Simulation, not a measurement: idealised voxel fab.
The following process module bears the name voxel quadruple lines.
Cross-sectional view cut (width: 280 nm; square cell size: 5 nm).
In this document a cross-section is written as a grid of square cells. It is given as a series of bands, listed from the top down, and a band is one or more rows of cells. Top, bottom (nm), then materials left to right with widths (nm); lone material tagged "everywhere" fills the whole band edge to edge; "empty" = empty space. Zero point of the height axis is 0; under it, received wafer = one material. Lowest band: continues down indefinitely, "0 -> down". Think of "30..40" as a width that walks from the first number to the second as you go down the band, top row to bottom row, taking equal-sized steps from row to row. Take "left unchanged" at face value: in the step it is given for, the cross-section changed in none of its cells. Closed-off voids of 8+ cells (no open route to the top) go in "Entrapped voids", written width x height at distance from the left edge, in nm. It should be noted that, on the line of a given step, the content following the step's settings is a remark produced by the simulator itself with respect to that step. If you see "overlay nm" on a step's line and that step has a mask, it's telling you how far right of where it was planned the mask ended up; a negative number means it went left instead.

-- Process steps - plan
| 1 | RECEIVE [material Si] |
| 2 | CONFORMAL_DEP [material SiO2] [thk nm 10] |
| 3 | DIRECTIONAL_DEP [material W] [thk nm 15] |
| 4 | DIRECTIONAL_DEP [material polySi] [thk nm 20] |
| 5 | DIRECTIONAL_DEP [material aC] [thk nm 20] |
| 6 | PATTERN [tone cover] [mask id MANDREL] [material resist] [width nm 30] [thk nm 25] [overlay nm -15] |
| 7 | DIRECTIONAL_ETCH [etch materials aC] [depth nm 20] |
| 8 | STRIP [etch materials resist] |
| 9 | CONFORMAL_DEP [material SiO2] [thk nm 10] |
| 10 | DIRECTIONAL_ETCH [etch materials SiO2] [depth nm 10] |
| 11 | STRIP [etch materials aC] |
| 12 | DIRECTIONAL_ETCH [etch materials polySi] [depth nm 20] |
| 13 | STRIP [etch materials SiO2] |
| 14 | CONFORMAL_DEP [material SiN] [thk nm 10] |
| 15 | DIRECTIONAL_ETCH [etch materials SiN] [depth nm 10] |
| 16 | STRIP [etch materials polySi] |
| 17 | DIRECTIONAL_ETCH [etch materials W] [depth nm 15] |
| 18 | STRIP [etch materials SiN] |
What sets these wafers apart? The overlay nm at step 6. They all start alike, and the plan carries the first wafer's value.

-- Cross-section of the first incoming wafer of several, state after step 1
  0 -> down: Si everywhere
  Entrapped voids: none

-- Note: the following table is arranged by wafer, a row apiece. Each row reports the end-of-module state: per material, cells gained (+) or cells lost (-) compared with the wafer as received; closed voids follow
overlay nm -15 | +112 SiO2 | +24 W | Entrapped voids: none
overlay nm -10 | +112 SiO2 | +24 W | Entrapped voids: none
overlay nm -5 | +112 SiO2 | +24 W | Entrapped voids: none
overlay nm 0 | +112 SiO2 | +24 W | Entrapped voids: none
overlay nm 5 | +112 SiO2 | +24 W | Entrapped voids: none
overlay nm 10 | +112 SiO2 | +24 W | Entrapped voids: none
overlay nm 15 | +112 SiO2 | +24 W | Entrapped voids: none
